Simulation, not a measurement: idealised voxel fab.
The document below concerns the process module designated voxel self aligned vias.
The cross-section on display is named cut; it measures 280 nm wide, and its cells are 5 nm squares.
Cross-section spec: square-cell grid; bands listed top down; each band is one or more rows. Top height, bottom height, nm. Materials left to right, width each, nm. Single material + "full width" = fills band edge to edge. "empty" = empty. Heights from 0 (as-received wafer is one material below). Bottom band endless downward, as "0..down". You'd read "30->40" like this: the band's top row of cells is as wide as the first number, its bottom row is as wide as the second, and going down, every row changes width by the same amount as the row before did. For the purposes of this document, the phrase "remained unchanged" attached to a step denotes that no cell within the cross-section was modified by that step. Reported under the label "Internal closed voids" are the empty spaces having no open way to the top and comprising 8 cells or more; the notation for each is width x height at distance, in which the distance is measured from the left edge and all three values are in nm. Formally, on a step line, whatever follows the settings is a remark that the simulator itself makes on the step. Steps that use a mask can have "overlay nm" on their line. It says how far the mask sat to the right of where it was meant to be. Negative means to the left.

The steps planned for the process are as follows
1,RECEIVE with material Si
2,CONFORMAL_DEP with material SiO2, thk nm 15
3,CONFORMAL_DEP with material SiCN, thk nm 5
4,DIRECTIONAL_DEP with material SiO2, thk nm 30
5,DIRECTIONAL_DEP with material aC, thk nm 10
6,PATTERN with tone open, mask id LINES, material resist, width nm 20, pitch nm 45, thk nm 25, overlay nm 0
7,DIRECTIONAL_ETCH with etch materials aC, depth nm 10
8,STRIP with etch materials resist
9,DIRECTIONAL_ETCH with etch materials SiO2, depth nm 30
10,STRIP with etch materials aC
11,CONFORMAL_DEP with material TiN, thk nm 5
12,FILL_DEP with material Ru, thk nm 5
13,CMP with height nm 50
14,SELECTIVE_ETCH with etch materials W Ru TiN, depth nm 10
15,FILL_DEP with material SiN, thk nm 5
16,CMP with height nm 50
17,DIRECTIONAL_DEP with material SiO2, thk nm 15
18,DIRECTIONAL_DEP with material aC, thk nm 10
19,PATTERN with tone open, mask id VIAS, material resist, width nm 30, thk nm 25, overlay nm 0
20,DIRECTIONAL_ETCH with etch materials aC, depth nm 10
21,STRIP with etch materials resist
22,DIRECTIONAL_ETCH with etch materials SiO2, depth nm 15
23,DIRECTIONAL_ETCH with etch materials SiN, depth nm 10
24,STRIP with etch materials aC
25,CONFORMAL_DEP with material TiN, thk nm 5
26,FILL_DEP with material Ru, thk nm 10
27,CMP with height nm 65
28,CONFORMAL_DEP with material SiCN, thk nm 5

as received, after step 1
0..down  Si full width
Internal closed voids: none

The first of the two wafers as seen in cross-section once the module was finished; processing followed the plan
70..65  SiCN full width
65..55  100 SiO2, then 5 TiN, then 20 Ru, then 5 TiN, then 150 SiO2
55..50  100 SiO2, then 10 TiN, then 10 Ru, then 10 TiN, then 150 SiO2
50..45  105 SiO2, then 5 TiN, then 10 Ru, then 5 TiN, then 25 SiO2, then 20 SiN, then 110 SiO2
45..40  105 SiO2, then 20 TiN, then 25 SiO2, then 20 SiN, then 110 SiO2
40..25  105 SiO2, then 5 TiN, then 10 Ru, then 5 TiN, then 25 SiO2, then 5 TiN, then 10 Ru, then 5 TiN, then 110 SiO2
25..20  105 SiO2, then 20 TiN, then 25 SiO2, then 20 TiN, then 110 SiO2
20..15  SiCN full width
15..0  SiO2 full width
0..down  Si full width
Internal closed voids: none

Here is the second of the two wafers cut open at the end of the module - same start, same plan as the first one, but we made one mistake running it
70..65  SiCN full width
65..50  100 SiO2, then 5 TiN, then 20 Ru, then 5 TiN, then 150 SiO2
50..45  100 SiN, then 10 TiN, then 10 Ru, then 10 TiN, then 150 SiN
45..40  105 SiO2, then 20 TiN, then 25 SiO2, then 20 SiN, then 110 SiO2
40..20  105 SiO2, then 5 TiN, then 10 Ru, then 5 TiN, then 25 SiO2, then 5 TiN, then 10 Ru, then 5 TiN, then 110 SiO2
20..15  105 SiO2, then 20 TiN, then 25 SiO2, then 20 TiN, then 110 SiO2
15..0  SiO2 full width
0..down  Si full width
Internal closed voids: none
Diagnosis: step 3 of the plan did not run at all; it was left out
End check, counted in cells, second wafer has more or fewer of these materials than the first: Ru +6; SiCN -56; SiN +46; TiN +4
